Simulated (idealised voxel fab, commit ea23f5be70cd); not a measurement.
Proc. module: voxel transistor to metal
Cross-section cut spans 210 nm and uses square cells 5 nm in size.
Heads up, the way a cross-section reads in here is a grid of square cells, handed over as bands from the top down, with every band being one or more rows of cells.
Per band: top height and bottom height in nm, followed by the left-to-right materials and their widths in nm; "full width" marks a single material spanning edge to edge, "empty" marks empty space.
Counting heights begins at 0, where everything beneath is, in the wafer as received, one material. The lowest band has no bottom; it goes on downwards, as "0 down" shows.
A width such as "30 to 40" changes by the same amount from each row of cells to the next, from the band's top row to its bottom row.
No cell of the cross-section changed in a step that is given as "nothing different".
Under "Closed void inventory" you'll find the enclosed gaps, the ones with no way out to the top, that are 8 cells or bigger; each reads width x height at distance, with distance counted from the left edge, everything in nm.
On each step's line, the part that comes after the settings is the simulator's own comment on the step.
overlay nm: for a step with a mask, the amount by which the mask lay right of where it was planned; a negative amount means left of it.
# Below is the list of planned process steps
1,RECEIVE with material Si
2,CONFORMAL_DEP with material SiO2, thk nm 5
3,CONFORMAL_DEP with material SiN, thk nm 15
4,PATTERN with tone cover, mask id ACTIVE, material resist, width nm 115, thk nm 15, overlay nm 0
5,DIRECTIONAL_ETCH with etch materials SiN, depth nm 15
6,DIRECTIONAL_ETCH with etch materials SiO2, depth nm 5
7,DIRECTIONAL_ETCH with etch materials Si, depth nm 20
8,STRIP with etch materials resist
9,FILL_DEP with material SiO2, thk nm 10
10,CMP with height nm 20
11,SELECTIVE_ETCH with etch materials SiO2, depth nm 15
12,STRIP with etch materials SiN
13,SELECTIVE_ETCH with etch materials SiO2, depth nm 5
14,OXIDIZE with depth nm 5
15,DIRECTIONAL_DEP with material polySi, thk nm 25
16,DIRECTIONAL_DEP with material SiCN, thk nm 10
17,PATTERN with tone cover, mask id GATE, material resist, width nm 25, thk nm 20, overlay nm 0
18,DIRECTIONAL_ETCH with etch materials SiCN, depth nm 20
19,DIRECTIONAL_ETCH with etch materials polySi, depth nm 35
20,STRIP with etch materials resist
21,CONFORMAL_DEP with material SiO2, thk nm 5
22,DIRECTIONAL_ETCH with etch materials SiO2, depth nm 5
23,CONFORMAL_DEP with material SiN, thk nm 10
24,DIRECTIONAL_ETCH with etch materials SiN, depth nm 10
25,DIRECTIONAL_ETCH with etch materials SiO2, depth nm 5
26,DIRECTIONAL_ETCH with etch materials Si, depth nm 15
27,EPI with material pSi, thk nm 20
28,FILL_DEP with material SiO2, thk nm 10
29,CMP with height nm 35
30,DIRECTIONAL_DEP with material SiO2, thk nm 15
31,DIRECTIONAL_DEP with material aC, thk nm 15
32,PATTERN with tone open, mask id CONTACT, material resist, width nm 30, pitch nm 65, thk nm 30, overlay nm 0
33,DIRECTIONAL_ETCH with etch materials aC, depth nm 15
34,STRIP with etch materials resist
35,DIRECTIONAL_ETCH with etch materials SiO2, depth nm 35
36,STRIP with etch materials aC
37,CONFORMAL_DEP with material TiN, thk nm 5
38,FILL_DEP with material W, thk nm 10
39,CMP with height nm 50
40,CONFORMAL_DEP with material SiCN, thk nm 5
41,DIRECTIONAL_DEP with material lowk, thk nm 20
42,DIRECTIONAL_DEP with material aC, thk nm 10
43,PATTERN with tone open, mask id METAL_1, material resist, width nm 15, pitch nm 80, thk nm 30, overlay nm 0
44,DIRECTIONAL_ETCH with etch materials aC, depth nm 10
45,STRIP with etch materials resist
46,DIRECTIONAL_ETCH with etch materials lowk, depth nm 20
47,DIRECTIONAL_ETCH with etch materials SiCN, depth nm 5
48,STRIP with etch materials aC
49,CONFORMAL_DEP with material TiN, thk nm 5
50,FILL_DEP with material W, thk nm 10
51,CMP with height nm 75
52,EPI with material Ru, thk nm 5
53,FILL_DEP with material SiCN, thk nm 5
54,DIRECTIONAL_DEP with material SiO2, thk nm 30
55,PATTERN with tone open, mask id METAL_2, material resist, width nm 15, pitch nm 80, thk nm 20, overlay nm 0
56,DIRECTIONAL_ETCH with etch materials SiO2, depth nm 20
57,STRIP with etch materials resist
58,MASKED_ETCH with tone open, mask id METAL_2_HOLES, width nm 15, pitch nm 80, etch materials SiO2, depth nm 10, overlay nm 0
59,MASKED_ETCH with tone open, mask id METAL_2_HOLES, width nm 15, pitch nm 80, etch materials SiCN, depth nm 5, overlay nm 0
60,CONFORMAL_DEP with material TiN, thk nm 5
61,FILL_DEP with material Cu, thk nm 10
62,CMP with height nm 115
63,CONFORMAL_DEP with material SiN, thk nm 5
# As-received wafer cross-section (after step 1)
	0 down = Si full width
	Closed void inventory: none
# Looking at the first of two wafers in cross-section at end of module - ran to plan
	120 to 115 = SiN full width
	115 to 85 = SiO2: 55, then TiN: 5, then Cu: 5, then TiN: 5, then SiO2: 65, then TiN: 5, then Cu: 5, then TiN: 5, then SiO2: 60
	85 to 80 = SiCN: 55, then TiN: 15, then SiCN: 65, then TiN: 15, then SiCN: 60
	80 to 75 = SiCN: 50, then Ru: 25, then SiCN: 55, then Ru: 25, then SiCN: 55
	75 to 55 = lowk: 55, then TiN: 5, then W: 5, then TiN: 5, then lowk: 65, then TiN: 5, then W: 5, then TiN: 5, then lowk: 60
	55 to 50 = SiCN: 55, then TiN: 15, then SiCN: 65, then TiN: 15, then SiCN: 60
	50 to 40 = SiO2: 55, then TiN: 5, then W: 20, then TiN: 5, then SiO2: 35, then TiN: 5, then W: 20, then TiN: 5, then SiO2: 60
	40 to 35 = SiO2: 55, then TiN: 5, then W: 10, then TiN: 15, then SiO2: 35, then TiN: 15, then W: 10, then TiN: 5, then SiO2: 60
	35 to 25 = SiO2: 55, then TiN: 5, then W: 10, then TiN: 5, then SiN: 10, then SiO2: 5, then SiCN: 25, then SiO2: 5, then SiN: 10, then TiN: 5, then W: 10, then TiN: 5, then SiO2: 60
	25 to 20 = SiO2: 55, then TiN: 5, then W: 10, then TiN: 5, then SiN: 10, then SiO2: 5, then polySi: 25, then SiO2: 5, then SiN: 10, then TiN: 5, then W: 10, then TiN: 5, then SiO2: 60
	20 to 15 = SiO2: 55, then TiN: 20, then SiN: 10, then SiO2: 5, then polySi: 25, then SiO2: 5, then SiN: 10, then TiN: 20, then SiO2: 60
	15 to 0 = SiO2: 55, then pSi: 20, then SiN: 10, then SiO2: 5, then polySi: 25, then SiO2: 5, then SiN: 10, then pSi: 20, then SiO2: 60
	0 to -5 = SiO2: 40, then pSi: 35, then SiO2: 55, then pSi: 35, then SiO2: 45
	-5 to -20 = SiO2: 45, then pSi: 30, then Si: 55, then pSi: 30, then SiO2: 50
	-20 down = Si full width
	Closed void inventory: none
# Wafer two, end of module, cross-section. Same start, same plan as wafer one. One mistake in the run
	120 to 115 = SiN full width
	115 to 85 = SiO2: 55, then TiN: 5, then Cu: 5, then TiN: 5, then SiO2: 65, then TiN: 5, then Cu: 5, then TiN: 5, then SiO2: 60
	85 to 80 = SiCN: 55, then TiN: 15, then SiCN: 65, then TiN: 15, then SiCN: 60
	80 to 75 = SiCN: 50, then Ru: 25, then SiCN: 55, then Ru: 25, then SiCN: 55
	75 to 55 = lowk: 55, then TiN: 5, then W: 5, then TiN: 5, then lowk: 65, then TiN: 5, then W: 5, then TiN: 5, then lowk: 60
	55 to 50 = SiCN: 55, then TiN: 15, then SiCN: 65, then TiN: 15, then SiCN: 60
	50 to 40 = SiO2: 55, then TiN: 5, then W: 20, then TiN: 5, then SiO2: 35, then TiN: 5, then W: 20, then TiN: 5, then SiO2: 60
	40 to 35 = SiO2: 55, then TiN: 5, then W: 15, then TiN: 10, then SiO2: 35, then TiN: 10, then W: 15, then TiN: 5, then SiO2: 60
	35 to 25 = SiO2: 55, then TiN: 5, then W: 15, then TiN: 5, then SiN: 10, then SiCN: 25, then SiN: 10, then TiN: 5, then W: 15, then TiN: 5, then SiO2: 60
	25 to 20 = SiO2: 55, then TiN: 5, then W: 15, then TiN: 5, then SiN: 10, then polySi: 25, then SiN: 10, then TiN: 5, then W: 15, then TiN: 5, then SiO2: 60
	20 to 15 = SiO2: 55, then TiN: 25, then SiN: 10, then polySi: 25, then SiN: 10, then TiN: 25, then SiO2: 60
	15 to 0 = SiO2: 60, then pSi: 20, then SiN: 10, then polySi: 25, then SiN: 10, then pSi: 20, then SiO2: 65
	0 to -5 = SiO2: 35, then pSi: 45, then SiN: 10, then SiO2: 25, then SiN: 10, then pSi: 45, then SiO2: 40
	-5 to -10 = SiO2: 35, then pSi: 45, then Si: 45, then pSi: 45, then SiO2: 40
	-10 to -20 = SiO2: 45, then pSi: 35, then Si: 45, then pSi: 35, then SiO2: 50
	-20 down = Si full width
	Closed void inventory: none
what went wrong: step 21 of the plan was bypassed and not carried out
Materials where the second wafer ends with more or fewer cells than the first: 6 fewer of Si; 4 more of SiN; 20 fewer of SiO2; 8 more of W; 14 more of pSi
